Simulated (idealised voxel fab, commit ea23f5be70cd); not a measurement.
This section sets out a process module, namely voxel transistor to metal.
Cross-sectional view cut (width: 160 nm; square cell size: 5 nm).
Cross-section, as written here: a square-cell grid given band by band from the top down, where a band holds one or more rows of cells.
Band entry format. Leading values: height of top, height of bottom, nm. Remainder: materials in left-to-right order, each with its width in nm. Special words: "throughout" on a single material, which then fills the band edge to edge; "empty", empty space.
Heights from 0 (as-received wafer is one material below). Bottom band endless downward, as "0..down".
The width entry "30..40" should be interpreted row by row: the top row of cells in the band takes the first number, the bottom row takes the second number, and the change between adjacent rows is uniform throughout.
Step marked "nothing altered"? Then no cell in the cross-section changed in it.
Entry "Closed void list". Content: empty spaces with no open connection to the top, size 8 cells or greater. Each: width x height at distance. Distance: from left edge. Unit: nm.
Step line, after settings: the simulator's comment on this step.
"overlay nm" on a masked step: distance the mask lay right of its planned place, negative for left.
## These are the steps we planned for the process
| 1 | RECEIVE,material Si |
| 2 | OXIDIZE,depth nm 5 |
| 3 | CONFORMAL_DEP,material SiN,thk nm 10 |
| 4 | MASKED_ETCH,tone cover,mask id ACTIVE,width nm 110,etch materials SiN,depth nm 10,overlay nm 0 |
| 5 | MASKED_ETCH,tone cover,mask id ACTIVE,width nm 110,etch materials SiO2,depth nm 5,overlay nm 0 |
| 6 | MASKED_ETCH,tone cover,mask id ACTIVE,width nm 110,etch materials Si,depth nm 35,overlay nm 0 |
| 7 | FILL_DEP,material SiO2,thk nm 15 |
| 8 | CMP,height nm 10 |
| 9 | SELECTIVE_ETCH,etch materials SiO2,depth nm 5 |
| 10 | STRIP,etch materials SiN |
| 11 | SELECTIVE_ETCH,etch materials SiO2,depth nm 5 |
| 12 | OXIDIZE,depth nm 5 |
| 13 | DIRECTIONAL_DEP,material polySi,thk nm 30 |
| 14 | DIRECTIONAL_DEP,material SiCN,thk nm 15 |
| 15 | DIRECTIONAL_DEP,material aC,thk nm 15 |
| 16 | PATTERN,tone cover,mask id GATE,material resist,width nm 20,thk nm 30,overlay nm 0 |
| 17 | DIRECTIONAL_ETCH,etch materials aC,depth nm 15 |
| 18 | STRIP,etch materials resist |
| 19 | DIRECTIONAL_ETCH,etch materials SiCN,depth nm 25 |
| 20 | DIRECTIONAL_ETCH,etch materials polySi,depth nm 40 |
| 21 | STRIP,etch materials aC |
| 22 | CONFORMAL_DEP,material SiO2,thk nm 5 |
| 23 | DIRECTIONAL_ETCH,etch materials SiO2,depth nm 5 |
| 24 | CONFORMAL_DEP,material SiN,thk nm 5 |
| 25 | DIRECTIONAL_ETCH,etch materials SiN,depth nm 5 |
| 26 | DIRECTIONAL_ETCH,etch materials SiO2,depth nm 5 |
| 27 | DIRECTIONAL_ETCH,etch materials Si,depth nm 10 |
| 28 | EPI,material SiGe,thk nm 15 |
| 29 | FILL_DEP,material SiO2,thk nm 5 |
| 30 | CMP,height nm 40 |
| 31 | DIRECTIONAL_DEP,material SiO2,thk nm 10 |
| 32 | DIRECTIONAL_DEP,material aC,thk nm 10 |
| 33 | PATTERN,tone open,mask id CONTACT,material resist,width nm 20,pitch nm 70,thk nm 30,overlay nm 0 |
| 34 | DIRECTIONAL_ETCH,etch materials aC,depth nm 10 |
| 35 | STRIP,etch materials resist |
| 36 | DIRECTIONAL_ETCH,etch materials SiO2,depth nm 45 |
| 37 | STRIP,etch materials aC |
| 38 | CONFORMAL_DEP,material TiN,thk nm 5 |
| 39 | FILL_DEP,material W,thk nm 10 |
| 40 | CMP,height nm 50 |
| 41 | CONFORMAL_DEP,material SiCN,thk nm 5 |
| 42 | DIRECTIONAL_DEP,material lowk,thk nm 15 |
| 43 | DIRECTIONAL_DEP,material aC,thk nm 15 |
| 44 | PATTERN,tone open,mask id METAL_1,material resist,width nm 20,pitch nm 70,thk nm 35,overlay nm 0 |
| 45 | DIRECTIONAL_ETCH,etch materials aC,depth nm 15 |
| 46 | STRIP,etch materials resist |
| 47 | DIRECTIONAL_ETCH,etch materials lowk,depth nm 15 |
| 48 | DIRECTIONAL_ETCH,etch materials SiCN,depth nm 5 |
| 49 | STRIP,etch materials aC |
| 50 | CONFORMAL_DEP,material TiN,thk nm 5 |
| 51 | FILL_DEP,material Cu,thk nm 5 |
| 52 | CMP,height nm 70 |
| 53 | CONFORMAL_DEP,material SiCN,thk nm 5 |
| 54 | DIRECTIONAL_DEP,material SiO2,thk nm 30 |
| 55 | MASKED_ETCH,tone open,mask id METAL_2,width nm 20,pitch nm 70,etch materials SiO2,depth nm 20,overlay nm 0 |
| 56 | PATTERN,tone open,mask id METAL_2_HOLES,material resist,width nm 15,pitch nm 70,thk nm 15,overlay nm 0 |
| 57 | DIRECTIONAL_ETCH,etch materials SiO2,depth nm 10 |
| 58 | DIRECTIONAL_ETCH,etch materials SiCN,depth nm 5 |
| 59 | STRIP,etch materials resist |
| 60 | CONFORMAL_DEP,material TiN,thk nm 5 |
| 61 | FILL_DEP,material Cu,thk nm 5 |
| 62 | CMP,height nm 105 |
| 63 | CONFORMAL_DEP,material SiN,thk nm 5 |
## As-received wafer cross-section (after step 1)
    0..down  Si throughout
    Closed void list: none
## The first of two wafers, cross-sectioned at the end of the module, with the run proceeding as planned
    110..105  SiN throughout
    105..90  35 SiO2 | 5 TiN | 10 Cu | 5 TiN | 50 SiO2 | 5 TiN | 10 Cu | 5 TiN | 35 SiO2
    90..85  35 SiO2 | 5 TiN | 5 Cu | 10 TiN | 50 SiO2 | 5 TiN | 5 Cu | 10 TiN | 35 SiO2
    85..75  35 SiO2 | 5 TiN | 5 Cu | 5 TiN | 55 SiO2 | 5 TiN | 5 Cu | 5 TiN | 40 SiO2
    75..70  35 SiCN | 15 TiN | 55 SiCN | 15 TiN | 40 SiCN
    70..55  35 lowk | 5 TiN | 10 Cu | 5 TiN | 50 lowk | 5 TiN | 10 Cu | 5 TiN | 35 lowk
    55..50  35 SiCN | 20 TiN | 50 SiCN | 20 TiN | 35 SiCN
    50..40  35 SiO2 | 5 TiN | 10 W | 5 TiN | 50 SiO2 | 5 TiN | 10 W | 5 TiN | 35 SiO2
    40..25  35 SiO2 | 5 TiN | 10 W | 5 TiN | 5 SiO2 | 5 SiN | 5 SiO2 | 20 SiCN | 5 SiO2 | 5 SiN | 5 SiO2 | 5 TiN | 10 W | 5 TiN | 35 SiO2
    25..10  35 SiO2 | 5 TiN | 10 W | 5 TiN | 5 SiO2 | 5 SiN | 5 SiO2 | 20 polySi | 5 SiO2 | 5 SiN | 5 SiO2 | 5 TiN | 10 W | 5 TiN | 35 SiO2
    10..5  35 SiO2 | 20 TiN | 5 SiO2 | 5 SiN | 5 SiO2 | 20 polySi | 5 SiO2 | 5 SiN | 5 SiO2 | 20 TiN | 35 SiO2
    5..0  25 SiO2 | 35 SiGe | 5 SiN | 5 SiO2 | 20 polySi | 5 SiO2 | 5 SiN | 35 SiGe | 25 SiO2
    0..-5  25 SiO2 | 5 SiN | 30 SiGe | 5 SiN | 5 SiO2 | 20 polySi | 5 SiO2 | 5 SiN | 30 SiGe | 5 SiN | 25 SiO2
    -5..-10  30 SiO2 | 30 SiGe | 40 SiO2 | 30 SiGe | 30 SiO2
    -10..-20  25 SiO2 | 5 Si | 30 SiGe | 40 Si | 30 SiGe | 5 Si | 25 SiO2
    -20..-40  25 SiO2 | 110 Si | 25 SiO2
    -40..down  Si throughout
    Closed void list: none
## Second wafer of the two, sectioned at the end of the module. It began like the first and followed the same plan, but one mistake was made while running it
    110..105  SiN throughout
    105..90  35 SiO2 | 5 TiN | 10 Cu | 5 TiN | 50 SiO2 | 5 TiN | 10 Cu | 5 TiN | 35 SiO2
    90..85  35 SiO2 | 5 TiN | 5 Cu | 10 TiN | 50 SiO2 | 5 TiN | 5 Cu | 10 TiN | 35 SiO2
    85..75  35 SiO2 | 5 TiN | 5 Cu | 5 TiN | 55 SiO2 | 5 TiN | 5 Cu | 5 TiN | 40 SiO2
    75..70  35 SiCN | 15 TiN | 55 SiCN | 15 TiN | 40 SiCN
    70..55  35 lowk | 5 TiN | 10 Cu | 5 TiN | 50 lowk | 5 TiN | 10 Cu | 5 TiN | 35 lowk
    55..50  35 SiCN | 20 TiN | 50 SiCN | 20 TiN | 35 SiCN
    50..40  35 SiO2 | 5 TiN | 10 W | 5 TiN | 50 SiO2 | 5 TiN | 10 W | 5 TiN | 35 SiO2
    40..25  35 SiO2 | 5 TiN | 10 W | 5 TiN | 5 SiO2 | 5 SiN | 5 SiO2 | 20 SiCN | 5 SiO2 | 5 SiN | 5 SiO2 | 5 TiN | 10 W | 5 TiN | 35 SiO2
    25..10  35 SiO2 | 5 TiN | 10 W | 5 TiN | 5 SiO2 | 5 SiN | 5 SiO2 | 20 polySi | 5 SiO2 | 5 SiN | 5 SiO2 | 5 TiN | 10 W | 5 TiN | 35 SiO2
    10..5  35 SiO2 | 20 TiN | 5 SiO2 | 5 SiN | 5 SiO2 | 20 polySi | 5 SiO2 | 5 SiN | 5 SiO2 | 20 TiN | 35 SiO2
    5..0  45 SiO2 | 15 SiGe | 5 SiN | 5 SiO2 | 20 polySi | 5 SiO2 | 5 SiN | 15 SiGe | 45 SiO2
    0..-5  20 SiO2 | 5 SiN | 35 SiGe | 5 SiN | 5 SiO2 | 20 polySi | 5 SiO2 | 5 SiN | 35 SiGe | 5 SiN | 20 SiO2
    -5..-10  25 SiO2 | 35 SiGe | 40 SiO2 | 35 SiGe | 25 SiO2
    -10..-15  30 SiO2 | 30 SiGe | 40 Si | 30 SiGe | 30 SiO2
    -15..-20  25 SiO2 | 5 Si | 30 SiGe | 40 Si | 30 SiGe | 5 Si | 25 SiO2
    -20..-40  25 SiO2 | 110 Si | 25 SiO2
    -40..down  Si throughout
    Closed void list: none
Run error: note: step 9 <-> step 10, run order reversed vs plan
Final difference in cells, second wafer against first, listed per material as more or fewer: Si -2 | SiGe -4 | SiO2 +6
